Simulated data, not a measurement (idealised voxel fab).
Process module name: voxel self aligned contacts
For reference, the cross-section in this document is cut, with width 270 nm and square cells of 5 nm.
For the purposes of this document, a cross-section shall be understood as a grid of square cells, specified as bands listed in top-to-bottom order, each band consisting of one or more rows of cells.
The entry gives the band's vertical extent as a top height and a bottom height in nm, then its horizontal make-up as materials from left to right, each with a width in nm. "empty" stands for empty space; a single material marked "all across" fills the band edge to edge.
All heights in this document are referenced to 0, defined as the level beneath which the wafer, as received, consists entirely of one material. The lowest band is not bounded below; it extends indefinitely downward and is written in the form "0 nm and below".
Read "30..40" as a graded width: first number on top, second number at the bottom, same change between each pair of neighbouring rows.
"changes: none" means the step left every cell of the cross-section as it was.
The entry "Entrapped void list" lists the empty spaces that cover at least 8 cells and have no open path to the top. Each is written as width x height at distance, where the distance is measured from the left edge and all three values are in nm.
Heads up: the bit after the settings on a step's line is the simulator's remark on that step.
You can add "overlay nm" to a step's line. For a step with a mask, it describes how far the mask lay to the right of its planned position, and a negative number describes a lay to the left.
-- These are the steps we planned for the process
1,RECEIVE (material Si)
2,OXIDIZE (depth nm 5)
3,DIRECTIONAL_DEP (material polySi; thk nm 30)
4,DIRECTIONAL_DEP (material SiN; thk nm 15)
5,MASKED_ETCH (tone cover; mask id GATE; width nm 25; pitch nm 55; etch materials SiN; depth nm 15; overlay nm 0)
6,MASKED_ETCH (tone cover; mask id GATE; width nm 25; pitch nm 55; etch materials polySi; depth nm 30; overlay nm 0)
7,CONFORMAL_DEP (material SiN; thk nm 5)
8,DIRECTIONAL_ETCH (etch materials SiN; depth nm 5)
9,FILL_DEP (material SiO2; thk nm 10)
10,CMP (height nm 50)
11,MASKED_ETCH (tone open; mask id CONTACT; width nm 40; pitch nm 55; etch materials SiO2; depth nm 55; overlay nm -15)
12,CONFORMAL_DEP (material TiN; thk nm 5)
13,FILL_DEP (material Ru; thk nm 10)
14,CMP (height nm 50)
15,CONFORMAL_DEP (material SiCN; thk nm 5)
Keep in mind the plan's value for the overlay nm of step 11 comes from the first wafer; the wafers don't share that setting, but they do share the same starting point.
-- As received, i.e. after step 1: cross-section through the first of several wafers
0 nm and below  Si all across
Entrapped void list: none
-- Below, a row for every wafer. Read it as the end-of-module picture: for each material the wafer shows its cells gained (+) or lost (-) since it was received, and then its closed voids
overlay nm -15; +20 Ru; -54 Si; +54 SiCN; +99 SiN; +329 SiO2; +56 TiN; +90 polySi; Entrapped void list: none
overlay nm -10; +40 Ru; -54 Si; +54 SiCN; +99 SiN; +309 SiO2; +56 TiN; +90 polySi; Entrapped void list: none
overlay nm -5; +40 Ru; -54 Si; +54 SiCN; +99 SiN; +309 SiO2; +56 TiN; +90 polySi; Entrapped void list: none
overlay nm 0; +40 Ru; -54 Si; +54 SiCN; +99 SiN; +309 SiO2; +56 TiN; +90 polySi; Entrapped void list: none
overlay nm 5; +40 Ru; -54 Si; +54 SiCN; +99 SiN; +309 SiO2; +56 TiN; +90 polySi; Entrapped void list: none
overlay nm 10; +40 Ru; -54 Si; +54 SiCN; +99 SiN; +309 SiO2; +56 TiN; +90 polySi; Entrapped void list: none
overlay nm 15; +20 Ru; -54 Si; +54 SiCN; +99 SiN; +329 SiO2; +56 TiN; +90 polySi; Entrapped void list: none
